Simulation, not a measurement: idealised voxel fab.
You're looking at the process module voxel released beams.
Section cut is 150 nm wide and gridded with 5 nm square cells.
The cross-sections in this document take the form of a grid made of square cells. They are written out as bands, in order from top to bottom. Each band consists of one or more rows of cells. Within each band entry, the heights of the top and of the bottom of the band appear first, in that order and in nm; the materials of the band then follow from left to right, each with its corresponding width in nm. The designation "all across" on a single material indicates that it fills the band from edge to edge; the designation "empty" indicates empty space. Heights from 0 (as-received wafer is one material below). Bottom band endless downward, as "from 0 down". So if you see something like "30 to 40" for the width, read it as the top row of the band sitting at the first number and the bottom row at the second, with every row in between moving by the same amount as the last. It should be understood that the words "nothing got changed", when stated for a given step, signify that the cross-section underwent no change in any of its cells during that step. "Unvented internal voids" lists enclosed empty spaces (at least 8 cells, no open path upward to the top), each as width x height at distance from the left edge, in nm. Anything after a step's settings on that line? It's the simulator's own note about the step. overlay nm, on a step with a mask: how far to the right of its planned place the mask lay; to the left if negative. From here on the document is pairs. In a pair, the cross-section before one process step comes with the cross-section after it, and the latter goes no deeper than the lowest band that changed. What lies in between, the step and its settings, is written under the pair. A pair may be from a different run of this module on the same starting wafer than the pair above it, so it continues from that pair only where its entry headed "Before the process" says so.
Before the process
    from 0 down | Si all across
    Unvented internal voids: none
Cut View, Post-Step
    from 5 to 0 | Al2O3 all across
    Below a height of 0, the structure has not been altered.
    Unvented internal voids: none
The step carried out between the cross-section before it and the cross-section after it, both shown above, is CONFORMAL_DEP [material Al2O3] [thk nm 5]
Before the process: identical to the post-step cross-section of the immediately preceding pair.
Cut View, Post-Step
    from 25 to 5 | SiO2 all across
    Below a height of 5, the structure has not been altered.
    Unvented internal voids: none
The step carried out between the cross-section before it and the cross-section after it, both shown above, is DIRECTIONAL_DEP [material SiO2] [thk nm 20]
Before the process: identical to the post-step cross-section of the immediately preceding pair.
Cut View, Post-Step
    from 35 to 25 | aC all across
    Below a height of 25, the structure has not been altered.
    Unvented internal voids: none
The step carried out between the cross-section before it and the cross-section after it, both shown above, is DIRECTIONAL_DEP [material aC] [thk nm 10]
Before the process: identical to the post-step cross-section of the immediately preceding pair.
Cut View, Post-Step
    from 65 to 35 | resist 20 nm  empty 40 nm  resist 90 nm
    Below a height of 35, the structure has not been altered.
    Unvented internal voids: none
The step carried out between the cross-section before it and the cross-section after it, both shown above, is PATTERN [tone open] [mask id ANCHOR] [material resist] [width nm 40] [thk nm 30] [overlay nm 0]
Before the process: identical to the post-step cross-section of the immediately preceding pair.
Cut View, Post-Step
    from 55 to 35 | resist 20 nm  empty 40 nm  resist 90 nm
    from 35 to 25 | aC 20 nm  empty 40 nm  aC 90 nm
    Below a height of 25, the structure has not been altered.
    Unvented internal voids: none
The step carried out between the cross-section before it and the cross-section after it, both shown above, is DIRECTIONAL_ETCH [etch materials aC] [depth nm 10]
Before the process: identical to the post-step cross-section of the immediately preceding pair.
Cut View, Post-Step
    from 35 to 25 | aC 20 nm  empty 40 nm  aC 90 nm
    Below a height of 25, the structure has not been altered.
    Unvented internal voids: none
The step carried out between the cross-section before it and the cross-section after it, both shown above, is STRIP [etch materials resist]
Before the process: identical to the post-step cross-section of the immediately preceding pair.
Cut View, Post-Step
    from 35 to 25 | aC 20 nm  empty 40 nm  aC 90 nm
    from 25 to 5 | SiO2 20 nm  empty 40 nm  SiO2 90 nm
    Below a height of 5, the structure has not been altered.
    Unvented internal voids: none
The step carried out between the cross-section before it and the cross-section after it, both shown above, is DIRECTIONAL_ETCH [etch materials SiO2] [depth nm 20]
Before the process: identical to the post-step cross-section of the immediately preceding pair.
Cut View, Post-Step
    from 25 to 5 | SiO2 20 nm  empty 40 nm  SiO2 90 nm
    Below a height of 5, the structure has not been altered.
    Unvented internal voids: none
The step carried out between the cross-section before it and the cross-section after it, both shown above, is STRIP [etch materials aC]
Before the process: identical to the post-step cross-section of the immediately preceding pair.
Cut View, Post-Step
    from 40 to 25 | polySi 35 nm  empty 10 nm  polySi 105 nm
    from 25 to 20 | SiO2 20 nm  polySi 15 nm  empty 10 nm  polySi 15 nm  SiO2 90 nm
    from 20 to 5 | SiO2 20 nm  polySi 40 nm  SiO2 90 nm
    Below a height of 5, the structure has not been altered.
    Unvented internal voids: none
The step carried out between the cross-section before it and the cross-section after it, both shown above, is CONFORMAL_DEP [material polySi] [thk nm 15]
Before the process: identical to the post-step cross-section of the immediately preceding pair.
Cut View, Post-Step
    from 55 to 40 | empty 15 nm  resist 115 nm  empty 20 nm
    from 40 to 25 | polySi 35 nm  resist 10 nm  polySi 105 nm
    from 25 to 20 | SiO2 20 nm  polySi 15 nm  resist 10 nm  polySi 15 nm  SiO2 90 nm
    Below a height of 20, the structure has not been altered.
    Unvented internal voids: none
The step carried out between the cross-section before it and the cross-section after it, both shown above, is PATTERN [tone cover] [mask id BEAM] [material resist] [width nm 115] [thk nm 15] [overlay nm 0]
Before the process: identical to the post-step cross-section of the immediately preceding pair.
Cut View, Post-Step
    from 55 to 40 | empty 15 nm  resist 115 nm  empty 20 nm
    from 40 to 25 | empty 15 nm  polySi 20 nm  resist 10 nm  polySi 85 nm  empty 20 nm
    Below a height of 25, the structure has not been altered.
    Unvented internal voids: none
The step carried out between the cross-section before it and the cross-section after it, both shown above, is DIRECTIONAL_ETCH [etch materials polySi] [depth nm 15]
Before the process: identical to the post-step cross-section of the immediately preceding pair.
Cut View, Post-Step
    from 40 to 25 | empty 15 nm  polySi 20 nm  empty 10 nm  polySi 85 nm  empty 20 nm
    from 25 to 20 | SiO2 20 nm  polySi 15 nm  empty 10 nm  polySi 15 nm  SiO2 90 nm
    Below a height of 20, the structure has not been altered.
    Unvented internal voids: none
The step carried out between the cross-section before it and the cross-section after it, both shown above, is STRIP [etch materials resist]
Before the process: identical to the post-step cross-section of the immediately preceding pair.
Cut View, Post-Step
    from 40 to 25 | empty 15 nm  polySi 20 nm  empty 10 nm  polySi 85 nm  empty 20 nm
    from 25 to 20 | empty 20 nm  polySi 15 nm  empty 10 nm  polySi 15 nm  empty 90 nm
    from 20 to 5 | empty 20 nm  polySi 40 nm  empty 90 nm
    Below a height of 5, the structure has not been altered.
    Unvented internal voids: none
The step carried out between the cross-section before it and the cross-section after it, both shown above, is STRIP [etch materials SiO2]
Before the process
    from 0 down | Si all across
    Unvented internal voids: none
Cut View, Post-Step
    from 20 to 0 | SiO2 all across
    Below a height of 0, the structure has not been altered.
    Unvented internal voids: none
The step carried out between the cross-section before it and the cross-section after it, both shown above, is DIRECTIONAL_DEP [material SiO2] [thk nm 20]
Before the process: identical to the post-step cross-section of the immediately preceding pair.
Cut View, Post-Step
    from 30 to 20 | aC all across
    Below a height of 20, the structure has not been altered.
    Unvented internal voids: none
The step carried out between the cross-section before it and the cross-section after it, both shown above, is DIRECTIONAL_DEP [material aC] [thk nm 10]
Before the process: identical to the post-step cross-section of the immediately preceding pair.
Cut View, Post-Step
    from 60 to 30 | resist 20 nm  empty 40 nm  resist 90 nm
    Below a height of 30, the structure has not been altered.
    Unvented internal voids: none
The step carried out between the cross-section before it and the cross-section after it, both shown above, is PATTERN [tone open] [mask id ANCHOR] [material resist] [width nm 40] [thk nm 30] [overlay nm 0]
Before the process: identical to the post-step cross-section of the immediately preceding pair.
Cut View, Post-Step
    from 50 to 30 | resist 20 nm  empty 40 nm  resist 90 nm
    from 30 to 20 | aC 20 nm  empty 40 nm  aC 90 nm
    Below a height of 20, the structure has not been altered.
    Unvented internal voids: none
The step carried out between the cross-section before it and the cross-section after it, both shown above, is DIRECTIONAL_ETCH [etch materials aC] [depth nm 10]
Before the process: identical to the post-step cross-section of the immediately preceding pair.
Cut View, Post-Step
    from 30 to 20 | aC 20 nm  empty 40 nm  aC 90 nm
    Below a height of 20, the structure has not been altered.
    Unvented internal voids: none
The step carried out between the cross-section before it and the cross-section after it, both shown above, is STRIP [etch materials resist]
Before the process: identical to the post-step cross-section of the immediately preceding pair.
Cut View, Post-Step
    from 30 to 20 | aC 20 nm  empty 40 nm  aC 90 nm
    from 20 to 0 | SiO2 20 nm  empty 40 nm  SiO2 90 nm
    Below a height of 0, the structure has not been altered.
    Unvented internal voids: none
The step carried out between the cross-section before it and the cross-section after it, both shown above, is DIRECTIONAL_ETCH [etch materials SiO2] [depth nm 20]
Before the process: identical to the post-step cross-section of the immediately preceding pair.
Cut View, Post-Step
    from 20 to 0 | SiO2 20 nm  empty 40 nm  SiO2 90 nm
    Below a height of 0, the structure has not been altered.
    Unvented internal voids: none
The step carried out between the cross-section before it and the cross-section after it, both shown above, is STRIP [etch materials aC]
Before the process: identical to the post-step cross-section of the immediately preceding pair.
Cut View, Post-Step
    from 35 to 20 | polySi 35 nm  empty 10 nm  polySi 105 nm
    from 20 to 15 | SiO2 20 nm  polySi 15 nm  empty 10 nm  polySi 15 nm  SiO2 90 nm
    from 15 to 0 | SiO2 20 nm  polySi 40 nm  SiO2 90 nm
    Below a height of 0, the structure has not been altered.
    Unvented internal voids: none
The step carried out between the cross-section before it and the cross-section after it, both shown above, is CONFORMAL_DEP [material polySi] [thk nm 15]
Before the process: identical to the post-step cross-section of the immediately preceding pair.
Cut View, Post-Step
    from 50 to 35 | empty 15 nm  resist 115 nm  empty 20 nm
    from 35 to 20 | polySi 35 nm  resist 10 nm  polySi 105 nm
    from 20 to 15 | SiO2 20 nm  polySi 15 nm  resist 10 nm  polySi 15 nm  SiO2 90 nm
    Below a height of 15, the structure has not been altered.
    Unvented internal voids: none
The step carried out between the cross-section before it and the cross-section after it, both shown above, is PATTERN [tone cover] [mask id BEAM] [material resist] [width nm 115] [thk nm 15] [overlay nm 0]
Before the process: identical to the post-step cross-section of the immediately preceding pair.
Cut View, Post-Step
    from 50 to 35 | empty 15 nm  resist 115 nm  empty 20 nm
    from 35 to 20 | empty 15 nm  polySi 20 nm  resist 10 nm  polySi 85 nm  empty 20 nm
    Below a height of 20, the structure has not been altered.
    Unvented internal voids: none
The step carried out between the cross-section before it and the cross-section after it, both shown above, is DIRECTIONAL_ETCH [etch materials polySi] [depth nm 15]
Before the process: identical to the post-step cross-section of the immediately preceding pair.
Cut View, Post-Step
    from 35 to 20 | empty 15 nm  polySi 20 nm  empty 10 nm  polySi 85 nm  empty 20 nm
    from 20 to 15 | SiO2 20 nm  polySi 15 nm  empty 10 nm  polySi 15 nm  SiO2 90 nm
    Below a height of 15, the structure has not been altered.
    Unvented internal voids: none
The step carried out between the cross-section before it and the cross-section after it, both shown above, is STRIP [etch materials resist]
Before the process: identical to the post-step cross-section of the immediately preceding pair.
Cut View, Post-Step
    from 35 to 20 | empty 15 nm  polySi 20 nm  empty 10 nm  polySi 85 nm  empty 20 nm
    from 20 to 15 | empty 20 nm  polySi 15 nm  empty 10 nm  polySi 15 nm  empty 90 nm
    from 15 to 0 | empty 20 nm  polySi 40 nm  empty 90 nm
    Below a height of 0, the structure has not been altered.
    Unvented internal voids: none
The step carried out between the cross-section before it and the cross-section after it, both shown above, is STRIP [etch materials SiO2]
Before the process
    from 40 to 25 | polySi 35 nm  empty 10 nm  polySi 105 nm
    from 25 to 20 | SiO2 20 nm  polySi 15 nm  empty 10 nm  polySi 15 nm  SiO2 90 nm
    from 20 to 5 | SiO2 20 nm  polySi 40 nm  SiO2 90 nm
    from 5 to 0 | Al2O3 all across
    from 0 down | Si all across
    Unvented internal voids: none
Cut View, Post-Step
    from 55 to 25 | polySi all across
    from 25 to 5 | SiO2 20 nm  polySi 40 nm  SiO2 90 nm
    Below a height of 5, the structure has not been altered.
    Unvented internal voids: none
The step carried out between the cross-section before it and the cross-section after it, both shown above, is CONFORMAL_DEP [material polySi] [thk nm 15]
Before the process: identical to the post-step cross-section of the immediately preceding pair.
Cut View, Post-Step
    from 70 to 55 | empty 15 nm  resist 115 nm  empty 20 nm
    Below a height of 55, the structure has not been altered.
    Unvented internal voids: none
The step carried out between the cross-section before it and the cross-section after it, both shown above, is PATTERN [tone cover] [mask id BEAM] [material resist] [width nm 115] [thk nm 15] [overlay nm 0]
Before the process: identical to the post-step cross-section of the immediately preceding pair.
Cut View, Post-Step
    from 70 to 55 | empty 15 nm  resist 115 nm  empty 20 nm
    from 55 to 40 | empty 15 nm  polySi 115 nm  empty 20 nm
    Below a height of 40, the structure has not been altered.
    Unvented internal voids: none
The step carried out between the cross-section before it and the cross-section after it, both shown above, is DIRECTIONAL_ETCH [etch materials polySi] [depth nm 15]
Before the process: identical to the post-step cross-section of the immediately preceding pair.
Cut View, Post-Step
    from 55 to 40 | empty 15 nm  polySi 115 nm  empty 20 nm
    Below a height of 40, the structure has not been altered.
    Unvented internal voids: none
The step carried out between the cross-section before it and the cross-section after it, both shown above, is STRIP [etch materials resist]
Before the process
    from 20 to 0 | SiO2 all across
    from 0 down | Si all across
    Unvented internal voids: none
Cut View, Post-Step
    from 25 to 20 | Al2O3 all across
    Below a height of 20, the structure has not been altered.
    Unvented internal voids: none
The step carried out between the cross-section before it and the cross-section after it, both shown above, is CONFORMAL_DEP [material Al2O3] [thk nm 5]
Before the process: identical to the post-step cross-section of the immediately preceding pair.
Cut View, Post-Step
    from 35 to 25 | aC all across
    Below a height of 25, the structure has not been altered.
    Unvented internal voids: none
The step carried out between the cross-section before it and the cross-section after it, both shown above, is DIRECTIONAL_DEP [material aC] [thk nm 10]
Before the process: identical to the post-step cross-section of the immediately preceding pair.
Cut View, Post-Step
    from 65 to 35 | resist 20 nm  empty 40 nm  resist 90 nm
    Below a height of 35, the structure has not been altered.
    Unvented internal voids: none
The step carried out between the cross-section before it and the cross-section after it, both shown above, is PATTERN [tone open] [mask id ANCHOR] [material resist] [width nm 40] [thk nm 30] [overlay nm 0]
Before the process: identical to the post-step cross-section of the immediately preceding pair.
Cut View, Post-Step
    from 55 to 35 | resist 20 nm  empty 40 nm  resist 90 nm
    from 35 to 25 | aC 20 nm  empty 40 nm  aC 90 nm
    Below a height of 25, the structure has not been altered.
    Unvented internal voids: none
The step carried out between the cross-section before it and the cross-section after it, both shown above, is DIRECTIONAL_ETCH [etch materials aC] [depth nm 10]
Before the process: identical to the post-step cross-section of the immediately preceding pair.
Cut View, Post-Step
    from 35 to 25 | aC 20 nm  empty 40 nm  aC 90 nm
    Below a height of 25, the structure has not been altered.
    Unvented internal voids: none
The step carried out between the cross-section before it and the cross-section after it, both shown above, is STRIP [etch materials resist]
Before the process: identical to the post-step cross-section of the immediately preceding pair.
Cut View, Post-Step
    from 25 to 20 | Al2O3 all across
    Below a height of 20, the structure has not been altered.
    Unvented internal voids: none
The step carried out between the cross-section before it and the cross-section after it, both shown above, is STRIP [etch materials aC]
Before the process: identical to the post-step cross-section of the immediately preceding pair.
Cut View, Post-Step
    from 40 to 25 | polySi all across
    Below a height of 25, the structure has not been altered.
    Unvented internal voids: none
The step carried out between the cross-section before it and the cross-section after it, both shown above, is CONFORMAL_DEP [material polySi] [thk nm 15]
Before the process: identical to the post-step cross-section of the immediately preceding pair.
Cut View, Post-Step
    from 55 to 40 | empty 15 nm  resist 115 nm  empty 20 nm
    Below a height of 40, the structure has not been altered.
    Unvented internal voids: none
The step carried out between the cross-section before it and the cross-section after it, both shown above, is PATTERN [tone cover] [mask id BEAM] [material resist] [width nm 115] [thk nm 15] [overlay nm 0]
Before the process: identical to the post-step cross-section of the immediately preceding pair.
Cut View, Post-Step
    from 55 to 40 | empty 15 nm  resist 115 nm  empty 20 nm
    from 40 to 25 | empty 15 nm  polySi 115 nm  empty 20 nm
    Below a height of 25, the structure has not been altered.
    Unvented internal voids: none
The step carried out between the cross-section before it and the cross-section after it, both shown above, is DIRECTIONAL_ETCH [etch materials polySi] [depth nm 15]
Before the process: identical to the post-step cross-section of the immediately preceding pair.
Cut View, Post-Step
    from 40 to 25 | empty 15 nm  polySi 115 nm  empty 20 nm
    Below a height of 25, the structure has not been altered.
    Unvented internal voids: none
The step carried out between the cross-section before it and the cross-section after it, both shown above, is STRIP [etch materials resist]
Before the process
    from 5 to 0 | Al2O3 all across
    from 0 down | Si all across
    Unvented internal voids: none
Cut View, Post-Step
    from 20 to 5 | SiO2 all across
    Below a height of 5, the structure has not been altered.
    Unvented internal voids: none
The step carried out between the cross-section before it and the cross-section after it, both shown above, is DIRECTIONAL_DEP [material SiO2] [thk nm 15]
Before the process: identical to the post-step cross-section of the immediately preceding pair.
Cut View, Post-Step
    from 30 to 20 | aC all across
    Below a height of 20, the structure has not been altered.
    Unvented internal voids: none
The step carried out between the cross-section before it and the cross-section after it, both shown above, is DIRECTIONAL_DEP [material aC] [thk nm 10]
Before the process: identical to the post-step cross-section of the immediately preceding pair.
Cut View, Post-Step
    from 60 to 30 | resist 20 nm  empty 40 nm  resist 90 nm
    Below a height of 30, the structure has not been altered.
    Unvented internal voids: none
The step carried out between the cross-section before it and the cross-section after it, both shown above, is PATTERN [tone open] [mask id ANCHOR] [material resist] [width nm 40] [thk nm 30] [overlay nm 0]
Before the process: identical to the post-step cross-section of the immediately preceding pair.
Cut View, Post-Step
    from 50 to 30 | resist 20 nm  empty 40 nm  resist 90 nm
    from 30 to 20 | aC 20 nm  empty 40 nm  aC 90 nm
    Below a height of 20, the structure has not been altered.
    Unvented internal voids: none
The step carried out between the cross-section before it and the cross-section after it, both shown above, is DIRECTIONAL_ETCH [etch materials aC] [depth nm 10]
Before the process: identical to the post-step cross-section of the immediately preceding pair.
Cut View, Post-Step
    from 30 to 20 | aC 20 nm  empty 40 nm  aC 90 nm
    Below a height of 20, the structure has not been altered.
    Unvented internal voids: none
The step carried out between the cross-section before it and the cross-section after it, both shown above, is STRIP [etch materials resist]
Before the process: identical to the post-step cross-section of the immediately preceding pair.
Cut View, Post-Step
    from 30 to 20 | aC 20 nm  empty 40 nm  aC 90 nm
    from 20 to 5 | SiO2 20 nm  empty 40 nm  SiO2 90 nm
    Below a height of 5, the structure has not been altered.
    Unvented internal voids: none
The step carried out between the cross-section before it and the cross-section after it, both shown above, is DIRECTIONAL_ETCH [etch materials SiO2] [depth nm 20]
Before the process: identical to the post-step cross-section of the immediately preceding pair.
Cut View, Post-Step
    from 20 to 5 | SiO2 20 nm  empty 40 nm  SiO2 90 nm
    Below a height of 5, the structure has not been altered.
    Unvented internal voids: none
The step carried out between the cross-section before it and the cross-section after it, both shown above, is STRIP [etch materials aC]
Before the process: identical to the post-step cross-section of the immediately preceding pair.
Cut View, Post-Step
    from 35 to 20 | polySi 35 nm  empty 10 nm  polySi 105 nm
    from 20 to 5 | SiO2 20 nm  polySi 40 nm  SiO2 90 nm
    Below a height of 5, the structure has not been altered.
    Unvented internal voids: none
The step carried out between the cross-section before it and the cross-section after it, both shown above, is CONFORMAL_DEP [material polySi] [thk nm 15]
Before the process: identical to the post-step cross-section of the immediately preceding pair.
Cut View, Post-Step
    from 50 to 35 | empty 15 nm  resist 115 nm  empty 20 nm
    from 35 to 20 | polySi 35 nm  resist 10 nm  polySi 105 nm
    Below a height of 20, the structure has not been altered.
    Unvented internal voids: none
The step carried out between the cross-section before it and the cross-section after it, both shown above, is PATTERN [tone cover] [mask id BEAM] [material resist] [width nm 115] [thk nm 15] [overlay nm 0]
Before the process: identical to the post-step cross-section of the immediately preceding pair.
Cut View, Post-Step
    from 50 to 35 | empty 15 nm  resist 115 nm  empty 20 nm
    from 35 to 20 | empty 15 nm  polySi 20 nm  resist 10 nm  polySi 85 nm  empty 20 nm
    Below a height of 20, the structure has not been altered.
    Unvented internal voids: none
The step carried out between the cross-section before it and the cross-section after it, both shown above, is DIRECTIONAL_ETCH [etch materials polySi] [depth nm 15]
Before the process: identical to the post-step cross-section of the immediately preceding pair.
Cut View, Post-Step
    from 35 to 20 | empty 15 nm  polySi 20 nm  empty 10 nm  polySi 85 nm  empty 20 nm
    Below a height of 20, the structure has not been altered.
    Unvented internal voids: none
The step carried out between the cross-section before it and the cross-section after it, both shown above, is STRIP [etch materials resist]
Before the process: identical to the post-step cross-section of the immediately preceding pair.
Cut View, Post-Step
    from 35 to 20 | empty 15 nm  polySi 20 nm  empty 10 nm  polySi 85 nm  empty 20 nm
    from 20 to 5 | empty 20 nm  polySi 40 nm  empty 90 nm
    Below a height of 5, the structure has not been altered.
    Unvented internal voids: none
The step carried out between the cross-section before it and the cross-section after it, both shown above, is STRIP [etch materials SiO2]
Before the process
    from 35 to 25 | aC all across
    from 25 to 5 | SiO2 all across
    from 5 to 0 | Al2O3 all across
    from 0 down | Si all across
    Unvented internal voids: none
Cut View, Post-Step
    from 65 to 35 | resist 25 nm  empty 35 nm  resist 90 nm
    Below a height of 35, the structure has not been altered.
    Unvented internal voids: none
The step carried out between the cross-section before it and the cross-section after it, both shown above, is PATTERN [tone open] [mask id ANCHOR] [material resist] [width nm 35] [thk nm 30] [overlay nm 0]
Before the process: identical to the post-step cross-section of the immediately preceding pair.
Cut View, Post-Step
    from 55 to 35 | resist 25 nm  empty 35 nm  resist 90 nm
    from 35 to 25 | aC 25 nm  empty 35 nm  aC 90 nm
    Below a height of 25, the structure has not been altered.
    Unvented internal voids: none
The step carried out between the cross-section before it and the cross-section after it, both shown above, is DIRECTIONAL_ETCH [etch materials aC] [depth nm 10]
Before the process: identical to the post-step cross-section of the immediately preceding pair.
Cut View, Post-Step
    from 35 to 25 | aC 25 nm  empty 35 nm  aC 90 nm
    Below a height of 25, the structure has not been altered.
    Unvented internal voids: none
The step carried out between the cross-section before it and the cross-section after it, both shown above, is STRIP [etch materials resist]
Before the process: identical to the post-step cross-section of the immediately preceding pair.
Cut View, Post-Step
    from 35 to 25 | aC 25 nm  empty 35 nm  aC 90 nm
    from 25 to 5 | SiO2 25 nm  empty 35 nm  SiO2 90 nm
    Below a height of 5, the structure has not been altered.
    Unvented internal voids: none
The step carried out between the cross-section before it and the cross-section after it, both shown above, is DIRECTIONAL_ETCH [etch materials SiO2] [depth nm 20]
Before the process: identical to the post-step cross-section of the immediately preceding pair.
Cut View, Post-Step
    from 25 to 5 | SiO2 25 nm  empty 35 nm  SiO2 90 nm
    Below a height of 5, the structure has not been altered.
    Unvented internal voids: none
The step carried out between the cross-section before it and the cross-section after it, both shown above, is STRIP [etch materials aC]
Before the process: identical to the post-step cross-section of the immediately preceding pair.
Cut View, Post-Step
    from 40 to 25 | polySi 40 nm  empty 5 nm  polySi 105 nm
    from 25 to 20 | SiO2 25 nm  polySi 15 nm  empty 5 nm  polySi 15 nm  SiO2 90 nm
    from 20 to 5 | SiO2 25 nm  polySi 35 nm  SiO2 90 nm
    Below a height of 5, the structure has not been altered.
    Unvented internal voids: none
The step carried out between the cross-section before it and the cross-section after it, both shown above, is CONFORMAL_DEP [material polySi] [thk nm 15]
Before the process: identical to the post-step cross-section of the immediately preceding pair.
Cut View, Post-Step
    from 55 to 40 | empty 15 nm  resist 115 nm  empty 20 nm
    from 40 to 25 | polySi 40 nm  resist 5 nm  polySi 105 nm
    from 25 to 20 | SiO2 25 nm  polySi 15 nm  resist 5 nm  polySi 15 nm  SiO2 90 nm
    Below a height of 20, the structure has not been altered.
    Unvented internal voids: none
The step carried out between the cross-section before it and the cross-section after it, both shown above, is PATTERN [tone cover] [mask id BEAM] [material resist] [width nm 115] [thk nm 15] [overlay nm 0]
Before the process: identical to the post-step cross-section of the immediately preceding pair.
Cut View, Post-Step
    from 55 to 40 | empty 15 nm  resist 115 nm  empty 20 nm
    from 40 to 25 | empty 15 nm  polySi 25 nm  resist 5 nm  polySi 85 nm  empty 20 nm
    Below a height of 25, the structure has not been altered.
    Unvented internal voids: none
The step carried out between the cross-section before it and the cross-section after it, both shown above, is DIRECTIONAL_ETCH [etch materials polySi] [depth nm 15]
Before the process: identical to the post-step cross-section of the immediately preceding pair.
Cut View, Post-Step
    from 40 to 25 | empty 15 nm  polySi 25 nm  empty 5 nm  polySi 85 nm  empty 20 nm
    from 25 to 20 | SiO2 25 nm  polySi 15 nm  empty 5 nm  polySi 15 nm  SiO2 90 nm
    Below a height of 20, the structure has not been altered.
    Unvented internal voids: none
The step carried out between the cross-section before it and the cross-section after it, both shown above, is STRIP [etch materials resist]
Before the process: identical to the post-step cross-section of the immediately preceding pair.
Cut View, Post-Step
    from 40 to 25 | empty 15 nm  polySi 25 nm  empty 5 nm  polySi 85 nm  empty 20 nm
    from 25 to 20 | empty 25 nm  polySi 15 nm  empty 5 nm  polySi 15 nm  empty 90 nm
    from 20 to 5 | empty 25 nm  polySi 35 nm  empty 90 nm
    Below a height of 5, the structure has not been altered.
    Unvented internal voids: none
The step carried out between the cross-section before it and the cross-section after it, both shown above, is STRIP [etch materials SiO2]
Before the process
    from 35 to 25 | aC all across
    from 25 to 5 | SiO2 all across
    from 5 to 0 | Al2O3 all across
    from 0 down | Si all across
    Unvented internal voids: none
Cut View, Post-Step
    from 65 to 35 | resist 25 nm  empty 40 nm  resist 85 nm
    Below a height of 35, the structure has not been altered.
    Unvented internal voids: none
The step carried out between the cross-section before it and the cross-section after it, both shown above, is PATTERN [tone open] [mask id ANCHOR] [material resist] [width nm 40] [thk nm 30] [overlay nm 5]
Before the process: identical to the post-step cross-section of the immediately preceding pair.
Cut View, Post-Step
    from 55 to 35 | resist 25 nm  empty 40 nm  resist 85 nm
    from 35 to 25 | aC 25 nm  empty 40 nm  aC 85 nm
    Below a height of 25, the structure has not been altered.
    Unvented internal voids: none
The step carried out between the cross-section before it and the cross-section after it, both shown above, is DIRECTIONAL_ETCH [etch materials aC] [depth nm 10]
Before the process: identical to the post-step cross-section of the immediately preceding pair.
Cut View, Post-Step
    from 35 to 25 | aC 25 nm  empty 40 nm  aC 85 nm
    Below a height of 25, the structure has not been altered.
    Unvented internal voids: none
The step carried out between the cross-section before it and the cross-section after it, both shown above, is STRIP [etch materials resist]
Before the process: identical to the post-step cross-section of the immediately preceding pair.
Cut View, Post-Step
    from 35 to 25 | aC 25 nm  empty 40 nm  aC 85 nm
    from 25 to 5 | SiO2 25 nm  empty 40 nm  SiO2 85 nm
    Below a height of 5, the structure has not been altered.
    Unvented internal voids: none
The step carried out between the cross-section before it and the cross-section after it, both shown above, is DIRECTIONAL_ETCH [etch materials SiO2] [depth nm 20]
Before the process: identical to the post-step cross-section of the immediately preceding pair.
Cut View, Post-Step
    from 25 to 5 | SiO2 25 nm  empty 40 nm  SiO2 85 nm
    Below a height of 5, the structure has not been altered.
    Unvented internal voids: none
The step carried out between the cross-section before it and the cross-section after it, both shown above, is STRIP [etch materials aC]
Before the process: identical to the post-step cross-section of the immediately preceding pair.
Cut View, Post-Step
    from 40 to 25 | polySi 40 nm  empty 10 nm  polySi 100 nm
    from 25 to 20 | SiO2 25 nm  polySi 15 nm  empty 10 nm  polySi 15 nm  SiO2 85 nm
    from 20 to 5 | SiO2 25 nm  polySi 40 nm  SiO2 85 nm
    Below a height of 5, the structure has not been altered.
    Unvented internal voids: none
The step carried out between the cross-section before it and the cross-section after it, both shown above, is CONFORMAL_DEP [material polySi] [thk nm 15]
Before the process: identical to the post-step cross-section of the immediately preceding pair.
Cut View, Post-Step
    from 55 to 40 | empty 15 nm  resist 115 nm  empty 20 nm
    from 40 to 25 | polySi 40 nm  resist 10 nm  polySi 100 nm
    from 25 to 20 | SiO2 25 nm  polySi 15 nm  resist 10 nm  polySi 15 nm  SiO2 85 nm
    Below a height of 20, the structure has not been altered.
    Unvented internal voids: none
The step carried out between the cross-section before it and the cross-section after it, both shown above, is PATTERN [tone cover] [mask id BEAM] [material resist] [width nm 115] [thk nm 15] [overlay nm 0]
Before the process: identical to the post-step cross-section of the immediately preceding pair.
Cut View, Post-Step
    from 55 to 40 | empty 15 nm  resist 115 nm  empty 20 nm
    from 40 to 25 | empty 15 nm  polySi 25 nm  resist 10 nm  polySi 80 nm  empty 20 nm
    Below a height of 25, the structure has not been altered.
    Unvented internal voids: none
The step carried out between the cross-section before it and the cross-section after it, both shown above, is DIRECTIONAL_ETCH [etch materials polySi] [depth nm 15]
Before the process: identical to the post-step cross-section of the immediately preceding pair.
Cut View, Post-Step
    from 40 to 25 | empty 15 nm  polySi 25 nm  empty 10 nm  polySi 80 nm  empty 20 nm
    from 25 to 20 | SiO2 25 nm  polySi 15 nm  empty 10 nm  polySi 15 nm  SiO2 85 nm
    Below a height of 20, the structure has not been altered.
    Unvented internal voids: none
The step carried out between the cross-section before it and the cross-section after it, both shown above, is STRIP [etch materials resist]
Before the process: identical to the post-step cross-section of the immediately preceding pair.
Cut View, Post-Step
    from 40 to 25 | empty 15 nm  polySi 25 nm  empty 10 nm  polySi 80 nm  empty 20 nm
    from 25 to 20 | empty 25 nm  polySi 15 nm  empty 10 nm  polySi 15 nm  empty 85 nm
    from 20 to 5 | empty 25 nm  polySi 40 nm  empty 85 nm
    Below a height of 5, the structure has not been altered.
    Unvented internal voids: none
The step carried out between the cross-section before it and the cross-section after it, both shown above, is STRIP [etch materials SiO2]
Before the process
    from 40 to 25 | empty 15 nm  polySi 20 nm  empty 10 nm  polySi 85 nm  empty 20 nm
    from 25 to 20 | SiO2 20 nm  polySi 15 nm  empty 10 nm  polySi 15 nm  SiO2 90 nm
    from 20 to 5 | SiO2 20 nm  polySi 40 nm  SiO2 90 nm
    from 5 to 0 | Al2O3 all across
    from 0 down | Si all across
    Unvented internal voids: none
Cut View, Post-Step
    from 25 to 5 | SiO2 20 nm  empty 40 nm  SiO2 90 nm
    Below a height of 5, the structure has not been altered.
    Unvented internal voids: none
The step carried out between the cross-section before it and the cross-section after it, both shown above, is STRIP [etch materials polySi]
Before the process
    from 35 to 25 | aC all across
    from 25 to 5 | SiO2 all across
    from 5 to 0 | Al2O3 all across
    from 0 down | Si all across
    Unvented internal voids: none
Cut View, Post-Step
    from 65 to 35 | empty 20 nm  resist 40 nm  empty 90 nm
    Below a height of 35, the structure has not been altered.
    Unvented internal voids: none
The step carried out between the cross-section before it and the cross-section after it, both shown above, is PATTERN [tone cover] [mask id ANCHOR] [material resist] [width nm 40] [thk nm 30] [overlay nm 0]
Before the process: identical to the post-step cross-section of the immediately preceding pair.
Cut View, Post-Step
    from 55 to 35 | empty 20 nm  resist 40 nm  empty 90 nm
    from 35 to 25 | empty 20 nm  aC 40 nm  empty 90 nm
    Below a height of 25, the structure has not been altered.
    Unvented internal voids: none
The step carried out between the cross-section before it and the cross-section after it, both shown above, is DIRECTIONAL_ETCH [etch materials aC] [depth nm 10]
